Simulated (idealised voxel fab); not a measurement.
The following is a process module called voxel self aligned vias.
Square cell edge 5 nm, section width 225 nm, ID cut.
Format of a cross-section: grid, square cells. Given as bands. Order: top down. Band: one or more rows of cells.
The entry gives the band's vertical extent as a top height and a bottom height in nm, then its horizontal make-up as materials from left to right, each with a width in nm. "empty" stands for empty space; a single material marked "everywhere" fills the band edge to edge.
Ref level 0: as-received wafer is one material below here. Bottom band extends down with no lower bound ("0 down").
A two-number width, for instance "30->40", indicates that the width is equal to the first number in the top row of the band and to the second number in the bottom row, and that it changes by a constant amount per row of cells.
Step note "identical to before" = no cross-section cell changed.
What "Closed internal cavities" gives you is every empty space of 8 cells or more that is cut off from the top. Each appears as width x height at distance, with the distance taken from the left edge and width, height and distance all in nm.
Text after the settings on a step's line: the simulator's own remark on that step.
"overlay nm", when on a step's line for a step with a mask, measures how far to the right of its planned place the mask lay; a negative measure means to the left.

PROCESS STEPS - PLAN
1. RECEIVE: material Si
2. CONFORMAL_DEP: material SiO2, thk nm 15
3. CONFORMAL_DEP: material SiCN, thk nm 5
4. DIRECTIONAL_DEP: material SiO2, thk nm 20
5. MASKED_ETCH: tone open, mask id LINES, width nm 25, pitch nm 75, etch materials SiO2, depth nm 20, overlay nm 0
6. CONFORMAL_DEP: material TiN, thk nm 5
7. FILL_DEP: material W, thk nm 10
8. CMP: height nm 40
9. SELECTIVE_ETCH: etch materials W Ru TiN, depth nm 5
10. FILL_DEP: material SiN, thk nm 10
11. CMP: height nm 40
12. DIRECTIONAL_DEP: material SiO2, thk nm 15
13. DIRECTIONAL_DEP: material aC, thk nm 10
14. PATTERN: tone open, mask id VIAS, material resist, width nm 45, pitch nm 75, thk nm 30, overlay nm 0
15. DIRECTIONAL_ETCH: etch materials aC, depth nm 10
16. STRIP: etch materials resist
17. DIRECTIONAL_ETCH: etch materials SiO2, depth nm 15
18. DIRECTIONAL_ETCH: etch materials SiN, depth nm 5
19. STRIP: etch materials aC
20. CONFORMAL_DEP: material TiN, thk nm 5
21. FILL_DEP: material Cu, thk nm 10
22. CMP: height nm 55
23. CONFORMAL_DEP: material SiN, thk nm 5

THE FIRST OF A SET OF TWO WAFERS, RUN TO PLAN

CROSS-SECTION: WAFER ON ARRIVAL = AFTER STEP 1
	0 down | Si everywhere
	Closed internal cavities: none

CROSS-SECTIONAL REPRESENTATION OF THE WAFER AT THE CONCLUSION OF STEP 2
	15 to 0 | SiO2 everywhere
	Below 0, the layers are the same as they were.

CROSS-SECTIONAL REPRESENTATION OF THE WAFER AT THE CONCLUSION OF STEP 3
	20 to 15 | SiCN everywhere
	Below 15, the layers are the same as they were.

CROSS-SECTIONAL REPRESENTATION OF THE WAFER AT THE CONCLUSION OF STEP 4
	40 to 20 | SiO2 everywhere
	Below 20, the layers are the same as they were.

CROSS-SECTIONAL REPRESENTATION OF THE WAFER AT THE CONCLUSION OF STEP 5
	40 to 20 | SiO2 (60); empty (25); SiO2 (50); empty (25); SiO2 (65)
	Below 20, the layers are the same as they were.

CROSS-SECTIONAL REPRESENTATION OF THE WAFER AT THE CONCLUSION OF STEP 6
	45 to 40 | TiN (65); empty (15); TiN (60); empty (15); TiN (70)
	40 to 25 | SiO2 (60); TiN (5); empty (15); TiN (5); SiO2 (50); TiN (5); empty (15); TiN (5); SiO2 (65)
	25 to 20 | SiO2 (60); TiN (25); SiO2 (50); TiN (25); SiO2 (65)
	Below 20, the layers are the same as they were.

CROSS-SECTIONAL REPRESENTATION OF THE WAFER AT THE CONCLUSION OF STEP 7
	55 to 45 | W everywhere
	45 to 40 | TiN (65); W (15); TiN (60); W (15); TiN (70)
	40 to 25 | SiO2 (60); TiN (5); W (15); TiN (5); SiO2 (50); TiN (5); W (15); TiN (5); SiO2 (65)
	Below 25, the layers are the same as they were.

CROSS-SECTIONAL REPRESENTATION OF THE WAFER AT THE CONCLUSION OF STEP 8
	40 to 25 | SiO2 (60); TiN (5); W (15); TiN (5); SiO2 (50); TiN (5); W (15); TiN (5); SiO2 (65)
	Below 25, the layers are the same as they were.

CROSS-SECTIONAL REPRESENTATION OF THE WAFER AT THE CONCLUSION OF STEP 9
	40 to 35 | SiO2 (60); empty (25); SiO2 (50); empty (25); SiO2 (65)
	Below 35, the layers are the same as they were.

CROSS-SECTIONAL REPRESENTATION OF THE WAFER AT THE CONCLUSION OF STEP 10
	50 to 40 | SiN everywhere
	40 to 35 | SiO2 (60); SiN (25); SiO2 (50); SiN (25); SiO2 (65)
	Below 35, the layers are the same as they were.

CROSS-SECTIONAL REPRESENTATION OF THE WAFER AT THE CONCLUSION OF STEP 11
	40 to 35 | SiO2 (60); SiN (25); SiO2 (50); SiN (25); SiO2 (65)
	Below 35, the layers are the same as they were.

CROSS-SECTIONAL REPRESENTATION OF THE WAFER AT THE CONCLUSION OF STEP 12
	55 to 40 | SiO2 everywhere
	Below 40, the layers are the same as they were.

CROSS-SECTIONAL REPRESENTATION OF THE WAFER AT THE CONCLUSION OF STEP 13
	65 to 55 | aC everywhere
	Below 55, the layers are the same as they were.

CROSS-SECTIONAL REPRESENTATION OF THE WAFER AT THE CONCLUSION OF STEP 14
	95 to 65 | resist (50); empty (45); resist (30); empty (45); resist (55)
	Below 65, the layers are the same as they were.

CROSS-SECTIONAL REPRESENTATION OF THE WAFER AT THE CONCLUSION OF STEP 15
	85 to 65 | resist (50); empty (45); resist (30); empty (45); resist (55)
	65 to 55 | aC (50); empty (45); aC (30); empty (45); aC (55)
	Below 55, the layers are the same as they were.

CROSS-SECTIONAL REPRESENTATION OF THE WAFER AT THE CONCLUSION OF STEP 16
	65 to 55 | aC (50); empty (45); aC (30); empty (45); aC (55)
	Below 55, the layers are the same as they were.

CROSS-SECTIONAL REPRESENTATION OF THE WAFER AT THE CONCLUSION OF STEP 17
	65 to 55 | aC (50); empty (45); aC (30); empty (45); aC (55)
	55 to 40 | SiO2 (50); empty (45); SiO2 (30); empty (45); SiO2 (55)
	Below 40, the layers are the same as they were.

CROSS-SECTIONAL REPRESENTATION OF THE WAFER AT THE CONCLUSION OF STEP 18
	65 to 55 | aC (50); empty (45); aC (30); empty (45); aC (55)
	55 to 40 | SiO2 (50); empty (45); SiO2 (30); empty (45); SiO2 (55)
	40 to 35 | SiO2 (60); empty (25); SiO2 (50); empty (25); SiO2 (65)
	Below 35, the layers are the same as they were.

CROSS-SECTIONAL REPRESENTATION OF THE WAFER AT THE CONCLUSION OF STEP 19
	55 to 40 | SiO2 (50); empty (45); SiO2 (30); empty (45); SiO2 (55)
	Below 40, the layers are the same as they were.

CROSS-SECTIONAL REPRESENTATION OF THE WAFER AT THE CONCLUSION OF STEP 20
	60 to 55 | TiN (55); empty (35); TiN (40); empty (35); TiN (60)
	55 to 45 | SiO2 (50); TiN (5); empty (35); TiN (5); SiO2 (30); TiN (5); empty (35); TiN (5); SiO2 (55)
	45 to 40 | SiO2 (50); TiN (15); empty (15); TiN (15); SiO2 (30); TiN (15); empty (15); TiN (15); SiO2 (55)
	40 to 35 | SiO2 (60); TiN (25); SiO2 (50); TiN (25); SiO2 (65)
	Below 35, the layers are the same as they were.

CROSS-SECTIONAL REPRESENTATION OF THE WAFER AT THE CONCLUSION OF STEP 21
	70 to 60 | Cu everywhere
	60 to 55 | TiN (55); Cu (35); TiN (40); Cu (35); TiN (60)
	55 to 45 | SiO2 (50); TiN (5); Cu (35); TiN (5); SiO2 (30); TiN (5); Cu (35); TiN (5); SiO2 (55)
	45 to 40 | SiO2 (50); TiN (15); Cu (15); TiN (15); SiO2 (30); TiN (15); Cu (15); TiN (15); SiO2 (55)
	Below 40, the layers are the same as they were.

CROSS-SECTIONAL REPRESENTATION OF THE WAFER AT THE CONCLUSION OF STEP 22
	55 to 45 | SiO2 (50); TiN (5); Cu (35); TiN (5); SiO2 (30); TiN (5); Cu (35); TiN (5); SiO2 (55)
	Below 45, the layers are the same as they were.

CROSS-SECTIONAL REPRESENTATION OF THE WAFER AT THE CONCLUSION OF STEP 23
	60 to 55 | SiN everywhere
	Below 55, the layers are the same as they were.

SECOND WAFER: SAME START AND SAME PLAN AS THE FIRST, ONE EXECUTION ERROR; IDENTICAL TO THE FIRST THROUGH STEP 1

CROSS-SECTIONAL VIEW OF THE SECOND WAFER AT THE INTENDED END TIME OF PROCESS STEP 2
	30 to 0 | SiO2 everywhere
	Below 0, the layers are the same as they were.

CROSS-SECTIONAL VIEW OF THE SECOND WAFER AT THE INTENDED END TIME OF PROCESS STEP 3
	35 to 30 | SiCN everywhere
	Below 30, the layers are the same as they were.

CROSS-SECTIONAL VIEW OF THE SECOND WAFER AT THE INTENDED END TIME OF PROCESS STEP 4
	55 to 35 | SiO2 everywhere
	Below 35, the layers are the same as they were.

CROSS-SECTIONAL VIEW OF THE SECOND WAFER AT THE INTENDED END TIME OF PROCESS STEP 5
	55 to 35 | SiO2 (60); empty (25); SiO2 (50); empty (25); SiO2 (65)
	Below 35, the layers are the same as they were.

CROSS-SECTIONAL VIEW OF THE SECOND WAFER AT THE INTENDED END TIME OF PROCESS STEP 6
	60 to 55 | TiN (65); empty (15); TiN (60); empty (15); TiN (70)
	55 to 40 | SiO2 (60); TiN (5); empty (15); TiN (5); SiO2 (50); TiN (5); empty (15); TiN (5); SiO2 (65)
	40 to 35 | SiO2 (60); TiN (25); SiO2 (50); TiN (25); SiO2 (65)
	Below 35, the layers are the same as they were.

CROSS-SECTIONAL VIEW OF THE SECOND WAFER AT THE INTENDED END TIME OF PROCESS STEP 7
	70 to 60 | W everywhere
	60 to 55 | TiN (65); W (15); TiN (60); W (15); TiN (70)
	55 to 40 | SiO2 (60); TiN (5); W (15); TiN (5); SiO2 (50); TiN (5); W (15); TiN (5); SiO2 (65)
	Below 40, the layers are the same as they were.

CROSS-SECTIONAL VIEW OF THE SECOND WAFER AT THE INTENDED END TIME OF PROCESS STEP 8
	40 to 35 | SiO2 (60); TiN (25); SiO2 (50); TiN (25); SiO2 (65)
	Below 35, the layers are the same as they were.

CROSS-SECTIONAL VIEW OF THE SECOND WAFER AT THE INTENDED END TIME OF PROCESS STEP 9
	40 to 35 | SiO2 (60); empty (25); SiO2 (50); empty (25); SiO2 (65)
	Below 35, the layers are the same as they were.

CROSS-SECTIONAL VIEW OF THE SECOND WAFER AT THE INTENDED END TIME OF PROCESS STEP 10
	50 to 40 | SiN everywhere
	40 to 35 | SiO2 (60); SiN (25); SiO2 (50); SiN (25); SiO2 (65)
	Below 35, the layers are the same as they were.

CROSS-SECTIONAL VIEW OF THE SECOND WAFER AT THE INTENDED END TIME OF PROCESS STEP 11
	40 to 35 | SiO2 (60); SiN (25); SiO2 (50); SiN (25); SiO2 (65)
	Below 35, the layers are the same as they were.

CROSS-SECTIONAL VIEW OF THE SECOND WAFER AT THE INTENDED END TIME OF PROCESS STEP 12
	55 to 40 | SiO2 everywhere
	Below 40, the layers are the same as they were.

CROSS-SECTIONAL VIEW OF THE SECOND WAFER AT THE INTENDED END TIME OF PROCESS STEP 13
	65 to 55 | aC everywhere
	Below 55, the layers are the same as they were.

CROSS-SECTIONAL VIEW OF THE SECOND WAFER AT THE INTENDED END TIME OF PROCESS STEP 14
	95 to 65 | resist (50); empty (45); resist (30); empty (45); resist (55)
	Below 65, the layers are the same as they were.

CROSS-SECTIONAL VIEW OF THE SECOND WAFER AT THE INTENDED END TIME OF PROCESS STEP 15
	85 to 65 | resist (50); empty (45); resist (30); empty (45); resist (55)
	65 to 55 | aC (50); empty (45); aC (30); empty (45); aC (55)
	Below 55, the layers are the same as they were.

CROSS-SECTIONAL VIEW OF THE SECOND WAFER AT THE INTENDED END TIME OF PROCESS STEP 16
	65 to 55 | aC (50); empty (45); aC (30); empty (45); aC (55)
	Below 55, the layers are the same as they were.

CROSS-SECTIONAL VIEW OF THE SECOND WAFER AT THE INTENDED END TIME OF PROCESS STEP 17
	65 to 55 | aC (50); empty (45); aC (30); empty (45); aC (55)
	55 to 40 | SiO2 (50); empty (45); SiO2 (30); empty (45); SiO2 (55)
	Below 40, the layers are the same as they were.

CROSS-SECTIONAL VIEW OF THE SECOND WAFER AT THE INTENDED END TIME OF PROCESS STEP 18
	65 to 55 | aC (50); empty (45); aC (30); empty (45); aC (55)
	55 to 40 | SiO2 (50); empty (45); SiO2 (30); empty (45); SiO2 (55)
	40 to 35 | SiO2 (60); empty (25); SiO2 (50); empty (25); SiO2 (65)
	Below 35, the layers are the same as they were.

CROSS-SECTIONAL VIEW OF THE SECOND WAFER AT THE INTENDED END TIME OF PROCESS STEP 19
	55 to 40 | SiO2 (50); empty (45); SiO2 (30); empty (45); SiO2 (55)
	Below 40, the layers are the same as they were.

CROSS-SECTIONAL VIEW OF THE SECOND WAFER AT THE INTENDED END TIME OF PROCESS STEP 20
	60 to 55 | TiN (55); empty (35); TiN (40); empty (35); TiN (60)
	55 to 45 | SiO2 (50); TiN (5); empty (35); TiN (5); SiO2 (30); TiN (5); empty (35); TiN (5); SiO2 (55)
	45 to 40 | SiO2 (50); TiN (15); empty (15); TiN (15); SiO2 (30); TiN (15); empty (15); TiN (15); SiO2 (55)
	40 to 35 | SiO2 (60); TiN (25); SiO2 (50); TiN (25); SiO2 (65)
	Below 35, the layers are the same as they were.

CROSS-SECTIONAL VIEW OF THE SECOND WAFER AT THE INTENDED END TIME OF PROCESS STEP 21
	70 to 60 | Cu everywhere
	60 to 55 | TiN (55); Cu (35); TiN (40); Cu (35); TiN (60)
	55 to 45 | SiO2 (50); TiN (5); Cu (35); TiN (5); SiO2 (30); TiN (5); Cu (35); TiN (5); SiO2 (55)
	45 to 40 | SiO2 (50); TiN (15); Cu (15); TiN (15); SiO2 (30); TiN (15); Cu (15); TiN (15); SiO2 (55)
	Below 40, the layers are the same as they were.

CROSS-SECTIONAL VIEW OF THE SECOND WAFER AT THE INTENDED END TIME OF PROCESS STEP 22
	55 to 45 | SiO2 (50); TiN (5); Cu (35); TiN (5); SiO2 (30); TiN (5); Cu (35); TiN (5); SiO2 (55)
	Below 45, the layers are the same as they were.

CROSS-SECTIONAL VIEW OF THE SECOND WAFER AT THE INTENDED END TIME OF PROCESS STEP 23
	60 to 55 | SiN everywhere
	Below 55, the layers are the same as they were.
Error vs. plan: the plan had its step 2 run twice
Once processing is complete, comparing cell counts shows that the second wafer has more or fewer of certain materials than the first: +30 SiO2; -18 TiN; -12 W
